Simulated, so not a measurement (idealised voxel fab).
The document below concerns the process module designated voxel local oxidation.
Shown is cross-section cut, with a width of 175 nm and square cells of size 5 nm.
Cross-section spec: square-cell grid; bands listed top down; each band is one or more rows.
Each band's line starts with the height of the band's top and of its bottom, in nm. Then come its materials from left to right, each with its width in nm. One material with "edge to edge" fills the band from edge to edge. "empty" is empty space.
Heads up on the height convention: 0 is the point under which the incoming wafer is all one material, and the lowest band has no bottom, it just keeps going down, like "0 -> down".
So if you see something like "30->40" for the width, read it as the top row of the band sitting at the first number and the bottom row at the second, with every row in between moving by the same amount as the last.
Reading "no alteration" for a step: not a cell of the cross-section changed in it.
Reported under the label "Closed void entries" are the empty spaces having no open way to the top and comprising 8 cells or more; the notation for each is width x height at distance, in which the distance is measured from the left edge and all three values are in nm.
Text after the settings on a step's line: the simulator's own remark on that step.
Each step line may optionally specify "overlay nm", which for a step with a mask gives the rightward distance between the mask's planned place and where it lay, a negative value indicating the leftward direction.

# Steps in the process plan
1,RECEIVE [material Si]
2,OXIDIZE [depth nm 5]
3,CONFORMAL_DEP [material SiN] [thk nm 10]
4,MASKED_ETCH [tone cover] [mask id ACTIVE] [width nm 115] [etch materials SiN] [depth nm 10] [overlay nm 0]
5,SELECTIVE_ETCH [etch materials SiO2] [depth nm 5]
6,OXIDIZE [depth nm 15]
7,STRIP [etch materials SiN]

# Below: the first of two wafers, run as planned

# As received (post step 1): cross-section
  0 -> down | Si edge to edge
  Closed void entries: none

# Upon completion of step 2, the wafer appears in cross-section as shown
  0 -> -5 | SiO2 edge to edge
  Below -5, no change.

# Upon completion of step 3, the wafer appears in cross-section as shown
  10 -> 0 | SiN edge to edge
  Below 0, no change.

# Upon completion of step 4, the wafer appears in cross-section as shown
  10 -> 0 | empty: 30 | SiN: 115 | empty: 30
  Below 0, no change.

# Upon completion of step 5, the wafer appears in cross-section as shown
  10 -> 0 | empty: 30 | SiN: 115 | empty: 30
  0 -> -5 | empty: 35 | SiO2: 105 | empty: 35
  Below -5, no change.

# Upon completion of step 6, the wafer appears in cross-section as shown
  10 -> 0 | empty: 30 | SiN: 115 | empty: 30
  0 -> -5 | empty: 35 | SiO2: 105 | empty: 35
  -5 -> -20 | SiO2: 50 | Si: 75 | SiO2: 50
  Below -20, no change.

# Upon completion of step 7, the wafer appears in cross-section as shown
  0 -> -5 | empty: 35 | SiO2: 105 | empty: 35
  Below -5, no change.

# Okay, second wafer. Nothing different at the start, nothing different in the plan, just one mistake somewhere in the running. As far as step 5, counting that step, it's the first wafer all over again

# X-section, second wafer, when step 6 was due to finish
  10 -> 0 | empty: 30 | SiN: 115 | empty: 30
  0 -> -5 | empty: 35 | SiO2: 105 | empty: 35
  -5 -> -10 | SiO2: 40 | Si: 95 | SiO2: 40
  Below -10, no change.

# X-section, second wafer, when step 7 was due to finish
  0 -> -5 | empty: 35 | SiO2: 105 | empty: 35
  Below -5, no change.
Short version of what went wrong: step 6 deviated from plan and actually ran as OXIDIZE [depth nm 5]
Once processing is complete, comparing cell counts shows that the second wafer has more or fewer of certain materials than the first: +44 Si | -44 SiO2
